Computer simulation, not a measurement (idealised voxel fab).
Title: Process Module voxel self aligned vias
Cross-sectional view cut (width: 245 nm; square cell size: 5 nm).
Cross-section, as written here: a square-cell grid given band by band from the top down, where a band holds one or more rows of cells. Basically the band line says how high the top is and how high the bottom is, in nm, and then what's in it from left to right, every material with its width in nm. Empty space shows up as "blank", and if a single material carries "all across" it runs the full band edge to edge. The level at which height equals 0 is the one under which the wafer, as it arrives, is entirely one material. No lower edge exists for the bottom band, which continues downward and is notated as in "0 down". So if you see something like "30 to 40" for the width, read it as the top row of the band sitting at the first number and the bottom row at the second, with every row in between moving by the same amount as the last. "changes: none", as given for a step, is the statement that not any cell of the cross-section underwent a change during that step. The list in "Voids, sealed" covers empty spaces of 8 cells or more that cannot reach the top through any open way, and it gives each as width x height at distance; the distance is from the left edge, and width, height and distance are in nm. Anything after a step's settings on that line? It's the simulator's own note about the step. A step line may carry the setting "overlay nm", which, for steps involving a mask, states the distance by which the mask lay to the right of its intended position; negative values denote displacement to the left.
## Listed below are the process steps as planned
1,RECEIVE (material Si)
2,CONFORMAL_DEP (material SiO2; thk nm 15)
3,CONFORMAL_DEP (material SiCN; thk nm 5)
4,DIRECTIONAL_DEP (material lowk; thk nm 20)
5,DIRECTIONAL_DEP (material aC; thk nm 10)
6,PATTERN (tone open; mask id LINES; material resist; width nm 30; pitch nm 70; thk nm 30; overlay nm 0)
7,DIRECTIONAL_ETCH (etch materials aC; depth nm 10)
8,STRIP (etch materials resist)
9,DIRECTIONAL_ETCH (etch materials lowk; depth nm 20)
10,STRIP (etch materials aC)
11,CONFORMAL_DEP (material TiN; thk nm 5)
12,FILL_DEP (material W; thk nm 10)
13,CMP (height nm 40)
14,SELECTIVE_ETCH (etch materials W Ru TiN; depth nm 10)
15,FILL_DEP (material SiN; thk nm 10)
16,CMP (height nm 40)
17,DIRECTIONAL_DEP (material lowk; thk nm 20)
18,PATTERN (tone open; mask id VIAS; material resist; width nm 40; pitch nm 70; thk nm 15; overlay nm 0)
19,DIRECTIONAL_ETCH (etch materials lowk; depth nm 20)
20,DIRECTIONAL_ETCH (etch materials SiN; depth nm 10)
21,STRIP (etch materials resist)
22,CONFORMAL_DEP (material TiN; thk nm 5)
23,FILL_DEP (material Ru; thk nm 10)
24,CMP (height nm 60)
25,CONFORMAL_DEP (material SiCN; thk nm 5)
## The first of the two wafers, which ran as planned
## Here's what the wafer looked like in cross-section when it arrived - that's after step 1
	0 down: Si all across
	Voids, sealed: none
## Presented here is a cross-section of the wafer after step 2 has been performed
	15 to 0: SiO2 all across
	Nothing below the height 0 has changed.
## Presented here is a cross-section of the wafer after step 3 has been performed
	20 to 15: SiCN all across
	Nothing below the height 15 has changed.
## Presented here is a cross-section of the wafer after step 4 has been performed
	40 to 20: lowk all across
	Nothing below the height 20 has changed.
## Presented here is a cross-section of the wafer after step 5 has been performed
	50 to 40: aC all across
	Nothing below the height 40 has changed.
## Presented here is a cross-section of the wafer after step 6 has been performed
	80 to 50: resist (35), blank (30), resist (40), blank (30), resist (40), blank (30), resist (40)
	Nothing below the height 50 has changed.
## Presented here is a cross-section of the wafer after step 7 has been performed
	70 to 50: resist (35), blank (30), resist (40), blank (30), resist (40), blank (30), resist (40)
	50 to 40: aC (35), blank (30), aC (40), blank (30), aC (40), blank (30), aC (40)
	Nothing below the height 40 has changed.
## Presented here is a cross-section of the wafer after step 8 has been performed
	50 to 40: aC (35), blank (30), aC (40), blank (30), aC (40), blank (30), aC (40)
	Nothing below the height 40 has changed.
## Presented here is a cross-section of the wafer after step 9 has been performed
	50 to 40: aC (35), blank (30), aC (40), blank (30), aC (40), blank (30), aC (40)
	40 to 20: lowk (35), blank (30), lowk (40), blank (30), lowk (40), blank (30), lowk (40)
	Nothing below the height 20 has changed.
## Presented here is a cross-section of the wafer after step 10 has been performed
	40 to 20: lowk (35), blank (30), lowk (40), blank (30), lowk (40), blank (30), lowk (40)
	Nothing below the height 20 has changed.
## Presented here is a cross-section of the wafer after step 11 has been performed
	45 to 40: TiN (40), blank (20), TiN (50), blank (20), TiN (50), blank (20), TiN (45)
	40 to 25: lowk (35), TiN (5), blank (20), TiN (5), lowk (40), TiN (5), blank (20), TiN (5), lowk (40), TiN (5), blank (20), TiN (5), lowk (40)
	25 to 20: lowk (35), TiN (30), lowk (40), TiN (30), lowk (40), TiN (30), lowk (40)
	Nothing below the height 20 has changed.
## Presented here is a cross-section of the wafer after step 12 has been performed
	55 to 45: W all across
	45 to 40: TiN (40), W (20), TiN (50), W (20), TiN (50), W (20), TiN (45)
	40 to 25: lowk (35), TiN (5), W (20), TiN (5), lowk (40), TiN (5), W (20), TiN (5), lowk (40), TiN (5), W (20), TiN (5), lowk (40)
	Nothing below the height 25 has changed.
## Presented here is a cross-section of the wafer after step 13 has been performed
	40 to 25: lowk (35), TiN (5), W (20), TiN (5), lowk (40), TiN (5), W (20), TiN (5), lowk (40), TiN (5), W (20), TiN (5), lowk (40)
	Nothing below the height 25 has changed.
## Presented here is a cross-section of the wafer after step 14 has been performed
	40 to 30: lowk (35), blank (30), lowk (40), blank (30), lowk (40), blank (30), lowk (40)
	Nothing below the height 30 has changed.
## Presented here is a cross-section of the wafer after step 15 has been performed
	50 to 40: SiN all across
	40 to 30: lowk (35), SiN (30), lowk (40), SiN (30), lowk (40), SiN (30), lowk (40)
	Nothing below the height 30 has changed.
## Presented here is a cross-section of the wafer after step 16 has been performed
	40 to 30: lowk (35), SiN (30), lowk (40), SiN (30), lowk (40), SiN (30), lowk (40)
	Nothing below the height 30 has changed.
## Presented here is a cross-section of the wafer after step 17 has been performed
	60 to 40: lowk all across
	Nothing below the height 40 has changed.
## Presented here is a cross-section of the wafer after step 18 has been performed
	75 to 60: resist (30), blank (40), resist (30), blank (40), resist (30), blank (40), resist (35)
	Nothing below the height 60 has changed.
## Presented here is a cross-section of the wafer after step 19 has been performed
	75 to 60: resist (30), blank (40), resist (30), blank (40), resist (30), blank (40), resist (35)
	60 to 40: lowk (30), blank (40), lowk (30), blank (40), lowk (30), blank (40), lowk (35)
	Nothing below the height 40 has changed.
## Presented here is a cross-section of the wafer after step 20 has been performed
	75 to 60: resist (30), blank (40), resist (30), blank (40), resist (30), blank (40), resist (35)
	60 to 40: lowk (30), blank (40), lowk (30), blank (40), lowk (30), blank (40), lowk (35)
	40 to 30: lowk (35), blank (30), lowk (40), blank (30), lowk (40), blank (30), lowk (40)
	Nothing below the height 30 has changed.
## Presented here is a cross-section of the wafer after step 21 has been performed
	60 to 40: lowk (30), blank (40), lowk (30), blank (40), lowk (30), blank (40), lowk (35)
	Nothing below the height 40 has changed.
## Presented here is a cross-section of the wafer after step 22 has been performed
	65 to 60: TiN (35), blank (30), TiN (40), blank (30), TiN (40), blank (30), TiN (40)
	60 to 45: lowk (30), TiN (5), blank (30), TiN (5), lowk (30), TiN (5), blank (30), TiN (5), lowk (30), TiN (5), blank (30), TiN (5), lowk (35)
	45 to 35: lowk (30 to 35), TiN (10 to 5), blank (20), TiN (10 to 5), lowk (30 to 40), TiN (10 to 5), blank (20), TiN (10 to 5), lowk (30 to 40), TiN (10 to 5), blank (20), TiN (10 to 5), lowk (35 to 40)
	35 to 30: lowk (35), TiN (30), lowk (40), TiN (30), lowk (40), TiN (30), lowk (40)
	Nothing below the height 30 has changed.
## Presented here is a cross-section of the wafer after step 23 has been performed
	75 to 65: Ru all across
	65 to 60: TiN (35), Ru (30), TiN (40), Ru (30), TiN (40), Ru (30), TiN (40)
	60 to 45: lowk (30), TiN (5), Ru (30), TiN (5), lowk (30), TiN (5), Ru (30), TiN (5), lowk (30), TiN (5), Ru (30), TiN (5), lowk (35)
	45 to 35: lowk (30 to 35), TiN (10 to 5), Ru (20), TiN (10 to 5), lowk (30 to 40), TiN (10 to 5), Ru (20), TiN (10 to 5), lowk (30 to 40), TiN (10 to 5), Ru (20), TiN (10 to 5), lowk (35 to 40)
	Nothing below the height 35 has changed.
## Presented here is a cross-section of the wafer after step 24 has been performed
	60 to 45: lowk (30), TiN (5), Ru (30), TiN (5), lowk (30), TiN (5), Ru (30), TiN (5), lowk (30), TiN (5), Ru (30), TiN (5), lowk (35)
	Nothing below the height 45 has changed.
## Presented here is a cross-section of the wafer after step 25 has been performed
	65 to 60: SiCN all across
	Nothing below the height 60 has changed.
## The second wafer began exactly as the first did and followed the same plan, but one mistake was made while running it; through step 5 inclusive, the two wafers are identical
## Second wafer at the planned finish of step 6, seen in cross-section
	80 to 50: resist (45), blank (30), resist (40), blank (30), resist (40), blank (30), resist (30)
	Nothing below the height 50 has changed.
## Second wafer at the planned finish of step 7, seen in cross-section
	70 to 50: resist (45), blank (30), resist (40), blank (30), resist (40), blank (30), resist (30)
	50 to 40: aC (45), blank (30), aC (40), blank (30), aC (40), blank (30), aC (30)
	Nothing below the height 40 has changed.
## Second wafer at the planned finish of step 8, seen in cross-section
	50 to 40: aC (45), blank (30), aC (40), blank (30), aC (40), blank (30), aC (30)
	Nothing below the height 40 has changed.
## Second wafer at the planned finish of step 9, seen in cross-section
	50 to 40: aC (45), blank (30), aC (40), blank (30), aC (40), blank (30), aC (30)
	40 to 20: lowk (45), blank (30), lowk (40), blank (30), lowk (40), blank (30), lowk (30)
	Nothing below the height 20 has changed.
## Second wafer at the planned finish of step 10, seen in cross-section
	40 to 20: lowk (45), blank (30), lowk (40), blank (30), lowk (40), blank (30), lowk (30)
	Nothing below the height 20 has changed.
## Second wafer at the planned finish of step 11, seen in cross-section
	45 to 40: TiN (50), blank (20), TiN (50), blank (20), TiN (50), blank (20), TiN (35)
	40 to 25: lowk (45), TiN (5), blank (20), TiN (5), lowk (40), TiN (5), blank (20), TiN (5), lowk (40), TiN (5), blank (20), TiN (5), lowk (30)
	25 to 20: lowk (45), TiN (30), lowk (40), TiN (30), lowk (40), TiN (30), lowk (30)
	Nothing below the height 20 has changed.
## Second wafer at the planned finish of step 12, seen in cross-section
	55 to 45: W all across
	45 to 40: TiN (50), W (20), TiN (50), W (20), TiN (50), W (20), TiN (35)
	40 to 25: lowk (45), TiN (5), W (20), TiN (5), lowk (40), TiN (5), W (20), TiN (5), lowk (40), TiN (5), W (20), TiN (5), lowk (30)
	Nothing below the height 25 has changed.
## Second wafer at the planned finish of step 13, seen in cross-section
	40 to 25: lowk (45), TiN (5), W (20), TiN (5), lowk (40), TiN (5), W (20), TiN (5), lowk (40), TiN (5), W (20), TiN (5), lowk (30)
	Nothing below the height 25 has changed.
## Second wafer at the planned finish of step 14, seen in cross-section
	40 to 30: lowk (45), blank (30), lowk (40), blank (30), lowk (40), blank (30), lowk (30)
	Nothing below the height 30 has changed.
## Second wafer at the planned finish of step 15, seen in cross-section
	50 to 40: SiN all across
	40 to 30: lowk (45), SiN (30), lowk (40), SiN (30), lowk (40), SiN (30), lowk (30)
	Nothing below the height 30 has changed.
## Second wafer at the planned finish of step 16, seen in cross-section
	40 to 30: lowk (45), SiN (30), lowk (40), SiN (30), lowk (40), SiN (30), lowk (30)
	Nothing below the height 30 has changed.
## Second wafer at the planned finish of step 17, seen in cross-section
	60 to 40: lowk all across
	Nothing below the height 40 has changed.
## Second wafer at the planned finish of step 18, seen in cross-section
	75 to 60: resist (30), blank (40), resist (30), blank (40), resist (30), blank (40), resist (35)
	Nothing below the height 60 has changed.
## Second wafer at the planned finish of step 19, seen in cross-section
	75 to 60: resist (30), blank (40), resist (30), blank (40), resist (30), blank (40), resist (35)
	60 to 40: lowk (30), blank (40), lowk (30), blank (40), lowk (30), blank (40), lowk (35)
	Nothing below the height 40 has changed.
## Second wafer at the planned finish of step 20, seen in cross-section
	75 to 60: resist (30), blank (40), resist (30), blank (40), resist (30), blank (40), resist (35)
	60 to 40: lowk (30), blank (40), lowk (30), blank (40), lowk (30), blank (40), lowk (35)
	40 to 30: lowk (45), blank (25), SiN (5), lowk (40), blank (25), SiN (5), lowk (40), blank (25), SiN (5), lowk (30)
	Nothing below the height 30 has changed.
## Second wafer at the planned finish of step 21, seen in cross-section
	60 to 40: lowk (30), blank (40), lowk (30), blank (40), lowk (30), blank (40), lowk (35)
	Nothing below the height 40 has changed.
## Second wafer at the planned finish of step 22, seen in cross-section
	65 to 60: TiN (35), blank (30), TiN (40), blank (30), TiN (40), blank (30), TiN (40)
	60 to 45: lowk (30), TiN (5), blank (30), TiN (5), lowk (30), TiN (5), blank (30), TiN (5), lowk (30), TiN (5), blank (30), TiN (5), lowk (35)
	45 to 40: lowk (30), TiN (20), blank (15), TiN (5), lowk (30), TiN (20), blank (15), TiN (5), lowk (30), TiN (20), blank (15), TiN (5), lowk (35)
	40 to 35: lowk (45), TiN (5), blank (15), TiN (5), SiN (5), lowk (40), TiN (5), blank (15), TiN (5), SiN (5), lowk (40), TiN (5), blank (15), TiN (5), SiN (5), lowk (30)
	35 to 30: lowk (45), TiN (25), SiN (5), lowk (40), TiN (25), SiN (5), lowk (40), TiN (25), SiN (5), lowk (30)
	Nothing below the height 30 has changed.
## Second wafer at the planned finish of step 23, seen in cross-section
	75 to 65: Ru all across
	65 to 60: TiN (35), Ru (30), TiN (40), Ru (30), TiN (40), Ru (30), TiN (40)
	60 to 45: lowk (30), TiN (5), Ru (30), TiN (5), lowk (30), TiN (5), Ru (30), TiN (5), lowk (30), TiN (5), Ru (30), TiN (5), lowk (35)
	45 to 40: lowk (30), TiN (20), Ru (15), TiN (5), lowk (30), TiN (20), Ru (15), TiN (5), lowk (30), TiN (20), Ru (15), TiN (5), lowk (35)
	40 to 35: lowk (45), TiN (5), Ru (15), TiN (5), SiN (5), lowk (40), TiN (5), Ru (15), TiN (5), SiN (5), lowk (40), TiN (5), Ru (15), TiN (5), SiN (5), lowk (30)
	Nothing below the height 35 has changed.
## Second wafer at the planned finish of step 24, seen in cross-section
	60 to 45: lowk (30), TiN (5), Ru (30), TiN (5), lowk (30), TiN (5), Ru (30), TiN (5), lowk (30), TiN (5), Ru (30), TiN (5), lowk (35)
	Nothing below the height 45 has changed.
## Second wafer at the planned finish of step 25, seen in cross-section
	65 to 60: SiCN all across
	Nothing below the height 60 has changed.
Misprocessing identified: step 6 went in with a setting other than planned; the actual run was PATTERN (tone open; mask id LINES; material resist; width nm 30; pitch nm 70; thk nm 30; overlay nm 10)
Looking at both finished wafers in cells, the second ends up ahead of or behind the first on some materials: Ru -6, SiN +6
